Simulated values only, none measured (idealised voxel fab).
Process module under the name voxel air gaps
For reference, the cross-section in this document is cut, with width 265 nm and square cells of 5 nm.
Cross-sections here: square-cell grids, written as top-down lists of bands, a band being one or more rows of cells. Basically the band line says how high the top is and how high the bottom is, in nm, and then what's in it from left to right, every material with its width in nm. Empty space shows up as "air", and if a single material carries "edge to edge" it runs the full band edge to edge. Height datum 0, below which the as-received substrate wafer is one material. Lowest band open at the bottom, running downward: "0 -> down". Graded width ("30 to 40"): value in top row of band = first number; value in bottom row = second number; row-to-row change constant. Reading "no alterations made" for a step: not a cell of the cross-section changed in it. Heads up: "Enclosed void list" only lists the empty pockets with no open path to the top that are 8 cells or more, and it writes them as width x height at distance, distance from the left edge, in nm. Whatever follows a step's settings on its line is a remark the simulator itself makes about that step. overlay nm: for a step with a mask, the amount by which the mask lay right of where it was planned; a negative amount means left of it.
### Process steps (planned)
1) RECEIVE,material Si
2) CONFORMAL_DEP,material SiO2,thk nm 15
3) CONFORMAL_DEP,material SiN,thk nm 5
4) DIRECTIONAL_DEP,material SiO2,thk nm 40
5) DIRECTIONAL_DEP,material aC,thk nm 15
6) PATTERN,tone open,mask id LINES,material resist,width nm 15,pitch nm 55,thk nm 35,overlay nm 0
7) DIRECTIONAL_ETCH,etch materials aC,depth nm 15
8) STRIP,etch materials resist
9) DIRECTIONAL_ETCH,etch materials SiO2,depth nm 40
10) STRIP,etch materials aC
11) CONFORMAL_DEP,material TiN,thk nm 5
12) FILL_DEP,material W,thk nm 10
13) CMP,height nm 60
14) EPI,material Ru,thk nm 10
15) SELECTIVE_ETCH,etch materials SiO2,depth nm 50
16) CONFORMAL_DEP,material SiCN,thk nm 5
The wafers are alike at the start. At step 6, their width nm differs. The plan lists the first wafer's value.
### As-received state after step 1, first of several wafers, cross-section
> 0 -> down | Si edge to edge
> Enclosed void list: none
### Basically each wafer gets a line in the table, showing it at the end of the module: material by material, the cells it gained (+) or lost (-) since we got it, then its closed voids
width nm 15, +56 Ru, +165 SiCN, +53 SiN, +159 SiO2, +68 TiN, +28 W, Enclosed void list: none
width nm 20, +64 Ru, +165 SiCN, +53 SiN, +159 SiO2, +72 TiN, +56 W, Enclosed void list: none
width nm 25, +72 Ru, +165 SiCN, +53 SiN, +159 SiO2, +76 TiN, +84 W, Enclosed void list: 20 x 30 at 65; 20 x 30 at 120; 20 x 30 at 175
width nm 30, +80 Ru, +153 SiCN, +53 SiN, +159 SiO2, +80 TiN, +112 W, Enclosed void list: 15 x 30 at 70; 15 x 30 at 125; 15 x 30 at 180
width nm 35, +88 Ru, +81 SiCN, +53 SiN, +255 SiO2, +84 TiN, +140 W, Enclosed void list: none
width nm 40, +90 Ru, +81 SiCN, +53 SiN, +231 SiO2, +88 TiN, +168 W, Enclosed void list: none
